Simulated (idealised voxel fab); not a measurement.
process module | voxel self aligned contacts
cross-section cut | 175 nm wide | cells 5 nm
A cross-section is a grid of square cells, given in bands from the top down. A band is one or more rows of cells.
Each band's line starts with the height of the band's top and of its bottom, in nm. Then come its materials from left to right, each with its width in nm. One material with "throughout" fills the band from edge to edge. "air" is empty space.
Height 0 is the level under which the wafer as received is all one material. The lowest band goes on downwards, as in "0 down".
A width such as "30 to 40" changes by the same amount from each row of cells to the next, from the band's top row to its bottom row.
"no change" after a step means that no cell of the cross-section changed.
closed voids: empty space of 8 cells or more with no open way to the top, each as width x height at its distance from the left edge, in nm
after a step's settings: what the simulator itself notes on the step
overlay nm, on a step with a mask: how far to the right of its planned place the mask lay; to the left if negative
plan
1 op RECEIVE | material Si
2 op CONFORMAL_DEP | material SiO2 | thk nm 5
3 op DIRECTIONAL_DEP | material polySi | thk nm 25
4 op DIRECTIONAL_DEP | material SiN | thk nm 25
5 op MASKED_ETCH | tone cover | mask id GATE | width nm 30 | pitch nm 65 | etch materials SiN | depth nm 25 | overlay nm 0
6 op MASKED_ETCH | tone cover | mask id GATE | width nm 30 | pitch nm 65 | etch materials polySi | depth nm 25 | overlay nm 0
7 op CONFORMAL_DEP | material SiN | thk nm 10
8 op DIRECTIONAL_ETCH | etch materials SiN | depth nm 10
9 op FILL_DEP | material SiO2 | thk nm 10
10 op CMP | height nm 60
11 op MASKED_ETCH | tone open | mask id CONTACT | width nm 45 | etch materials SiO2 | depth nm 60 | overlay nm 0
12 op CONFORMAL_DEP | material TiN | thk nm 5
13 op FILL_DEP | material W | thk nm 5
14 op CMP | height nm 60
15 op CONFORMAL_DEP | material SiN | thk nm 5
first wafer, as planned
as received, after step 1
  0 down: Si throughout
  closed voids: none
after step 2
  5 to 0: SiO2 throughout
  below 0: unchanged
after step 3
  30 to 5: polySi throughout
  below 5: unchanged
after step 4
  55 to 30: SiN throughout
  below 30: unchanged
after step 5
  55 to 30: air 40 | SiN 30 | air 35 | SiN 30 | air 40
  below 30: unchanged
after step 6
  55 to 30: air 40 | SiN 30 | air 35 | SiN 30 | air 40
  30 to 5: air 40 | polySi 30 | air 35 | polySi 30 | air 40
  below 5: unchanged
after step 7
  65 to 30: air 30 | SiN 50 | air 15 | SiN 50 | air 30
  30 to 15: air 30 | SiN 10 | polySi 30 | SiN 10 | air 15 | SiN 10 | polySi 30 | SiN 10 | air 30
  15 to 5: SiN 40 | polySi 30 | SiN 35 | polySi 30 | SiN 40
  below 5: unchanged
after step 8
  55 to 30: air 30 | SiN 50 | air 15 | SiN 50 | air 30
  30 to 5: air 30 | SiN 10 | polySi 30 | SiN 10 | air 15 | SiN 10 | polySi 30 | SiN 10 | air 30
  below 5: unchanged
after step 9
  65 to 55: SiO2 throughout
  55 to 30: SiO2 30 | SiN 50 | SiO2 15 | SiN 50 | SiO2 30
  30 to 5: SiO2 30 | SiN 10 | polySi 30 | SiN 10 | SiO2 15 | SiN 10 | polySi 30 | SiN 10 | SiO2 30
  below 5: unchanged
after step 10
  60 to 55: SiO2 throughout
  below 55: unchanged
after step 11
  60 to 55: SiO2 65 | air 45 | SiO2 65
  55 to 30: SiO2 30 | SiN 50 | air 15 | SiN 50 | SiO2 30
  30 to 5: SiO2 30 | SiN 10 | polySi 30 | SiN 10 | air 15 | SiN 10 | polySi 30 | SiN 10 | SiO2 30
  5 to 0: SiO2 80 | air 15 | SiO2 80
  below 0: unchanged
after step 12
  65 to 60: TiN 70 | air 35 | TiN 70
  60 to 55: SiO2 65 | TiN 20 | air 5 | TiN 20 | SiO2 65
  55 to 30: SiO2 30 | SiN 50 | TiN 5 | air 5 | TiN 5 | SiN 50 | SiO2 30
  30 to 5: SiO2 30 | SiN 10 | polySi 30 | SiN 10 | TiN 5 | air 5 | TiN 5 | SiN 10 | polySi 30 | SiN 10 | SiO2 30
  5 to 0: SiO2 80 | TiN 15 | SiO2 80
  below 0: unchanged
after step 13
  70 to 65: W throughout
  65 to 60: TiN 70 | W 35 | TiN 70
  60 to 55: SiO2 65 | TiN 20 | W 5 | TiN 20 | SiO2 65
  55 to 30: SiO2 30 | SiN 50 | TiN 5 | W 5 | TiN 5 | SiN 50 | SiO2 30
  30 to 5: SiO2 30 | SiN 10 | polySi 30 | SiN 10 | TiN 5 | W 5 | TiN 5 | SiN 10 | polySi 30 | SiN 10 | SiO2 30
  below 5: unchanged
after step 14
  60 to 55: SiO2 65 | TiN 20 | W 5 | TiN 20 | SiO2 65
  below 55: unchanged
after step 15
  65 to 60: SiN throughout
  below 60: unchanged
second wafer: like start, like plan, one mistake. Through step 2 it matches the first wafer
when step 3 should have ended
  30 to 5: SiN throughout
  below 5: unchanged
when step 4 should have ended
  55 to 30: polySi throughout
  below 30: unchanged
when step 5 should have ended: no change
when step 6 should have ended
  55 to 30: air 40 | polySi 30 | air 35 | polySi 30 | air 40
  below 30: unchanged
when step 7 should have ended
  65 to 55: air 30 | SiN 50 | air 15 | SiN 50 | air 30
  55 to 40: air 30 | SiN 10 | polySi 30 | SiN 10 | air 15 | SiN 10 | polySi 30 | SiN 10 | air 30
  40 to 30: SiN 40 | polySi 30 | SiN 35 | polySi 30 | SiN 40
  below 30: unchanged
when step 8 should have ended
  55 to 30: air 30 | SiN 10 | polySi 30 | SiN 10 | air 15 | SiN 10 | polySi 30 | SiN 10 | air 30
  below 30: unchanged
when step 9 should have ended
  65 to 55: SiO2 throughout
  55 to 30: SiO2 30 | SiN 10 | polySi 30 | SiN 10 | SiO2 15 | SiN 10 | polySi 30 | SiN 10 | SiO2 30
  below 30: unchanged
when step 10 should have ended
  60 to 55: SiO2 throughout
  below 55: unchanged
when step 11 should have ended
  60 to 55: SiO2 65 | air 45 | SiO2 65
  55 to 30: SiO2 30 | SiN 10 | polySi 30 | SiN 10 | air 15 | SiN 10 | polySi 30 | SiN 10 | SiO2 30
  below 30: unchanged
when step 12 should have ended
  65 to 60: TiN 70 | air 35 | TiN 70
  60 to 55: SiO2 65 | TiN 20 | air 5 | TiN 20 | SiO2 65
  55 to 35: SiO2 30 | SiN 10 | polySi 30 | SiN 10 | TiN 5 | air 5 | TiN 5 | SiN 10 | polySi 30 | SiN 10 | SiO2 30
  35 to 30: SiO2 30 | SiN 10 | polySi 30 | SiN 10 | TiN 15 | SiN 10 | polySi 30 | SiN 10 | SiO2 30
  below 30: unchanged
when step 13 should have ended
  70 to 65: W throughout
  65 to 60: TiN 70 | W 35 | TiN 70
  60 to 55: SiO2 65 | TiN 20 | W 5 | TiN 20 | SiO2 65
  55 to 35: SiO2 30 | SiN 10 | polySi 30 | SiN 10 | TiN 5 | W 5 | TiN 5 | SiN 10 | polySi 30 | SiN 10 | SiO2 30
  below 35: unchanged
when step 14 should have ended
  60 to 55: SiO2 65 | TiN 20 | W 5 | TiN 20 | SiO2 65
  below 55: unchanged
when step 15 should have ended
  65 to 60: SiN throughout
  below 60: unchanged
what went wrong: steps 3 and 4 were swapped
at the end the second wafer has, in cells: 75 more of SiN | 57 fewer of SiO2 | 12 fewer of TiN | 6 fewer of W
